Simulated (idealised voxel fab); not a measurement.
Process module heading - voxel spacer lines
cross-section cut | 155 nm wide | cells 5 nm
Cross-section, as written here: a square-cell grid given band by band from the top down, where a band holds one or more rows of cells. Look at the band entry: it leads with the top's height and the bottom's height in nm. Then it lists the materials left to right, with a width in nm for each. The word "everywhere" on a single material says that material fills the band edge to edge. The word "empty" is empty space. Heights are reckoned from 0. Under this level, the received wafer is all of one material. The bottommost band is open-ended downward, for example "from 0 down". Think of "30..40" as a width that walks from the first number to the second as you go down the band, top row to bottom row, taking equal-sized steps from row to row. "no modification", as given for a step, is the statement that not any cell of the cross-section underwent a change during that step. Any empty space of 8 cells or more lacking an open way to the top shows up in "Completely sealed voids" as width x height at distance, distance from the left edge, in nm. Heads up: the bit after the settings on a step's line is the simulator's remark on that step. A step line may carry the setting "overlay nm", which, for steps involving a mask, states the distance by which the mask lay to the right of its intended position; negative values denote displacement to the left.
PROCESS STEPS FORESEEN IN THE PLAN
1,RECEIVE (material Si)
2,CONFORMAL_DEP (material Al2O3; thk nm 5)
3,DIRECTIONAL_DEP (material W; thk nm 20)
4,DIRECTIONAL_DEP (material polySi; thk nm 25)
5,PATTERN (tone cover; mask id MANDREL; material resist; width nm 15; pitch nm 50; thk nm 30; overlay nm 0)
6,DIRECTIONAL_ETCH (etch materials polySi; depth nm 25)
7,STRIP (etch materials resist)
8,CONFORMAL_DEP (material SiO2; thk nm 10)
9,DIRECTIONAL_ETCH (etch materials SiO2; depth nm 10)
10,STRIP (etch materials polySi)
11,DIRECTIONAL_ETCH (etch materials W; depth nm 20)
12,STRIP (etch materials SiO2)
13,FILL_DEP (material SiO2; thk nm 5)
14,CMP (height nm 25)
DELIVERED WAFER IN CROSS-SECTION: STATE AFTER STEP 1
* from 0 down | Si everywhere
* Completely sealed voids: none
CROSS-SECTION, END OF MODULE. START: AS ABOVE. PLAN: AS ABOVE. EXECUTION: ONE MISTAKE
* from 25 to 20 | SiO2 everywhere
* from 20 to 5 | 10 SiO2  10 W  15 SiO2  10 W  15 SiO2  10 W  15 SiO2  10 W  15 SiO2  10 W  15 SiO2  10 W  10 SiO2
* from 5 to 0 | Al2O3 everywhere
* from 0 down | Si everywhere
* Completely sealed voids: none
Run error: step 3 ran as: DIRECTIONAL_DEP (material W; thk nm 15)
